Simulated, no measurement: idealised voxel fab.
The following is a process module called voxel transistor to metal.
It is cross-section cut that appears here, measuring 215 nm in width, its square cells being 5 nm in size.
Cross-section, as written here: a square-cell grid given band by band from the top down, where a band holds one or more rows of cells. In this notation a band is specified by the heights of its top and bottom, in that order and in nm, after which its materials appear from left to right, each paired with its width in nm. The word "edge to edge" attached to a single material means that material fills the band from edge to edge; the word "blank" stands for empty space. The level at which height equals 0 is the one under which the wafer, as it arrives, is entirely one material. No lower edge exists for the bottom band, which continues downward and is notated as in "0..down". The notation "30 to 40" denotes a width that varies across the rows of cells in the band, beginning at the first number in the top row, finishing at the second number in the bottom row, and changing by an identical amount from each row to the next. When a step is marked "all unchanged", none of the cells in the cross-section changed during that step. Enclosed voids (no open way to top), threshold 8 cells or more, entry "Closed internal cavities", notation width x height at distance, distance from left edge, nm. Anything after a step's settings on that line? It's the simulator's own note about the step. Among the settings permitted on a step's line is "overlay nm"; applied to a step with a mask, it specifies the extent to which the mask lay to the right of its planned position, whereas a negative figure signifies a position to the left.

# The steps planned for the process are as follows
- 1: op RECEIVE | material Si
- 2: op OXIDIZE | depth nm 5
- 3: op CONFORMAL_DEP | material SiN | thk nm 15
- 4: op DIRECTIONAL_DEP | material aC | thk nm 10
- 5: op PATTERN | tone cover | mask id ACTIVE | material resist | width nm 115 | thk nm 25 | overlay nm 0
- 6: op DIRECTIONAL_ETCH | etch materials aC | depth nm 10
- 7: op STRIP | etch materials resist
- 8: op DIRECTIONAL_ETCH | etch materials SiN | depth nm 15
- 9: op DIRECTIONAL_ETCH | etch materials SiO2 | depth nm 5
- 10: op DIRECTIONAL_ETCH | etch materials Si | depth nm 25
- 11: op STRIP | etch materials aC
- 12: op OXIDIZE | depth nm 5
- 13: op FILL_DEP | material SiO2 | thk nm 15
- 14: op CMP | height nm 15
- 15: op SELECTIVE_ETCH | etch materials SiO2 | depth nm 15
- 16: op STRIP | etch materials SiN
- 17: op SELECTIVE_ETCH | etch materials SiO2 | depth nm 5
- 18: op OXIDIZE | depth nm 5
- 19: op DIRECTIONAL_DEP | material polySi | thk nm 20
- 20: op DIRECTIONAL_DEP | material SiCN | thk nm 10
- 21: op PATTERN | tone cover | mask id GATE | material resist | width nm 25 | thk nm 20 | overlay nm 0
- 22: op DIRECTIONAL_ETCH | etch materials SiCN | depth nm 20
- 23: op DIRECTIONAL_ETCH | etch materials polySi | depth nm 30
- 24: op STRIP | etch materials resist
- 25: op CONFORMAL_DEP | material SiN | thk nm 5
- 26: op DIRECTIONAL_ETCH | etch materials SiN | depth nm 5
- 27: op DIRECTIONAL_ETCH | etch materials SiO2 | depth nm 5
- 28: op DIRECTIONAL_ETCH | etch materials Si | depth nm 15
- 29: op EPI | material SiGe | thk nm 15
- 30: op FILL_DEP | material SiO2 | thk nm 10
- 31: op CMP | height nm 15
- 32: op STRIP | etch materials polySi
- 33: op SELECTIVE_ETCH | etch materials SiO2 | depth nm 5
- 34: op CONFORMAL_DEP | material HfO2 | thk nm 5
- 35: op CONFORMAL_DEP | material TiN | thk nm 5
- 36: op FILL_DEP | material W | thk nm 10
- 37: op CMP | height nm 10
- 38: op DIRECTIONAL_DEP | material SiO2 | thk nm 15
- 39: op PATTERN | tone open | mask id CONTACT | material resist | width nm 15 | pitch nm 85 | thk nm 20 | overlay nm 0
- 40: op DIRECTIONAL_ETCH | etch materials SiO2 | depth nm 35
- 41: op STRIP | etch materials resist
- 42: op CONFORMAL_DEP | material TiN | thk nm 5
- 43: op FILL_DEP | material W | thk nm 10
- 44: op CMP | height nm 25
- 45: op DIRECTIONAL_DEP | material TiN | thk nm 5
- 46: op DIRECTIONAL_DEP | material Ru | thk nm 15
- 47: op PATTERN | tone cover | mask id METAL_1 | material resist | width nm 20 | pitch nm 85 | thk nm 20 | overlay nm 0
- 48: op DIRECTIONAL_ETCH | etch materials Ru | depth nm 15
- 49: op DIRECTIONAL_ETCH | etch materials TiN | depth nm 5
- 50: op STRIP | etch materials resist
- 51: op CONFORMAL_DEP | material SiCN | thk nm 5
- 52: op FILL_DEP | material lowk | thk nm 10
- 53: op CMP | height nm 45
- 54: op CONFORMAL_DEP | material SiCN | thk nm 5
Quick note for whoever runs this: the wafers start identical, but the width nm at step 39 isn't the same across them. The plan just shows what the first wafer had.

# Sectional view: first of several wafers, as received, after step 1
> 0..down = Si edge to edge
> Closed internal cavities: none

# Cross-sectional representation of the first of several wafers at the end of the module, i.e. after its terminal step, step 54
> 50..45 = SiCN edge to edge
> 45..30 = 50 of lowk, 5 of SiCN, 20 of Ru, 5 of SiCN, 55 of lowk, 5 of SiCN, 20 of Ru, 5 of SiCN, 50 of lowk
> 30..25 = 55 of SiCN, 20 of TiN, 65 of SiCN, 20 of TiN, 55 of SiCN
> 25..10 = 60 of SiO2, 5 of TiN, 5 of W, 5 of TiN, 70 of SiO2, 5 of TiN, 5 of W, 5 of TiN, 55 of SiO2
> 10..5 = 60 of SiO2, 5 of TiN, 5 of W, 5 of TiN, 15 of SiO2, 5 of SiN, 5 of HfO2, 5 of TiN, 5 of W, 5 of TiN, 5 of HfO2, 5 of SiN, 20 of SiO2, 5 of TiN, 5 of W, 5 of TiN, 55 of SiO2
> 5..0 = 60 of SiO2, 5 of TiN, 5 of W, 5 of TiN, 15 of SiGe, 5 of SiN, 5 of HfO2, 5 of TiN, 5 of W, 5 of TiN, 5 of HfO2, 5 of SiN, 15 of SiGe, 5 of SiO2, 5 of TiN, 5 of W, 5 of TiN, 55 of SiO2
> 0..-5 = 60 of SiO2, 5 of TiN, 5 of W, 5 of TiN, 15 of SiGe, 5 of SiN, 5 of HfO2, 15 of TiN, 5 of HfO2, 5 of SiN, 15 of SiGe, 5 of SiO2, 5 of TiN, 5 of W, 5 of TiN, 55 of SiO2
> -5..-10 = 60 of SiO2, 15 of TiN, 15 of SiGe, 35 of HfO2, 15 of SiGe, 5 of SiO2, 15 of TiN, 55 of SiO2
> -10..-25 = 55 of SiO2, 35 of SiGe, 35 of Si, 35 of SiGe, 55 of SiO2
> -25..-35 = 55 of SiO2, 105 of Si, 55 of SiO2
> -35..down = Si edge to edge
> Closed internal cavities: none

# Last wafer x-sec, end of module
> 50..45 = SiCN edge to edge
> 45..30 = 50 of lowk, 5 of SiCN, 20 of Ru, 5 of SiCN, 55 of lowk, 5 of SiCN, 20 of Ru, 5 of SiCN, 50 of lowk
> 30..25 = 55 of SiCN, 20 of TiN, 65 of SiCN, 20 of TiN, 55 of SiCN
> 25..10 = 50 of SiO2, 5 of TiN, 25 of W, 5 of TiN, 50 of SiO2, 5 of TiN, 25 of W, 5 of TiN, 45 of SiO2
> 10..5 = 50 of SiO2, 5 of TiN, 15 of W, 15 of TiN, 5 of SiO2, 5 of SiN, 5 of HfO2, 5 of TiN, 5 of W, 5 of TiN, 5 of HfO2, 5 of SiN, 10 of SiO2, 10 of TiN, 20 of W, 5 of TiN, 45 of SiO2
> 5..0 = 50 of SiO2, 5 of TiN, 15 of W, 5 of TiN, 15 of SiGe, 5 of SiN, 5 of HfO2, 5 of TiN, 5 of W, 5 of TiN, 5 of HfO2, 5 of SiN, 15 of SiGe, 5 of TiN, 20 of W, 5 of TiN, 45 of SiO2
> 0..-5 = 50 of SiO2, 5 of TiN, 15 of W, 5 of TiN, 15 of SiGe, 5 of SiN, 5 of HfO2, 15 of TiN, 5 of HfO2, 5 of SiN, 15 of SiGe, 5 of TiN, 20 of W, 5 of TiN, 45 of SiO2
> -5..-10 = 50 of SiO2, 25 of TiN, 15 of SiGe, 35 of HfO2, 15 of SiGe, 30 of TiN, 45 of SiO2
> -10..-25 = 55 of SiO2, 35 of SiGe, 35 of Si, 35 of SiGe, 55 of SiO2
> -25..-35 = 55 of SiO2, 105 of Si, 55 of SiO2
> -35..down = Si edge to edge
> Closed internal cavities: none

# Heads up, this table goes wafer by wafer. A row tells you, at the end of the module, how many cells of each material that wafer has put on (+) or dropped (-) since it was received, and then its closed voids
width nm 15; +13 HfO2; +24 Ru; -238 Si; +90 SiCN; +60 SiGe; +6 SiN; +323 SiO2; +45 TiN; +14 W; +93 lowk; Closed internal cavities: none
width nm 20; +13 HfO2; +24 Ru; -238 Si; +90 SiCN; +60 SiGe; +6 SiN; +309 SiO2; +47 TiN; +26 W; +93 lowk; Closed internal cavities: none
width nm 25; +13 HfO2; +24 Ru; -238 Si; +90 SiCN; +60 SiGe; +6 SiN; +298 SiO2; +49 TiN; +35 W; +93 lowk; Closed internal cavities: none
width nm 30; +13 HfO2; +24 Ru; -238 Si; +90 SiCN; +60 SiGe; +6 SiN; +287 SiO2; +51 TiN; +44 W; +93 lowk; Closed internal cavities: none
width nm 35; +13 HfO2; +24 Ru; -238 Si; +90 SiCN; +60 SiGe; +6 SiN; +276 SiO2; +53 TiN; +53 W; +93 lowk; Closed internal cavities: none
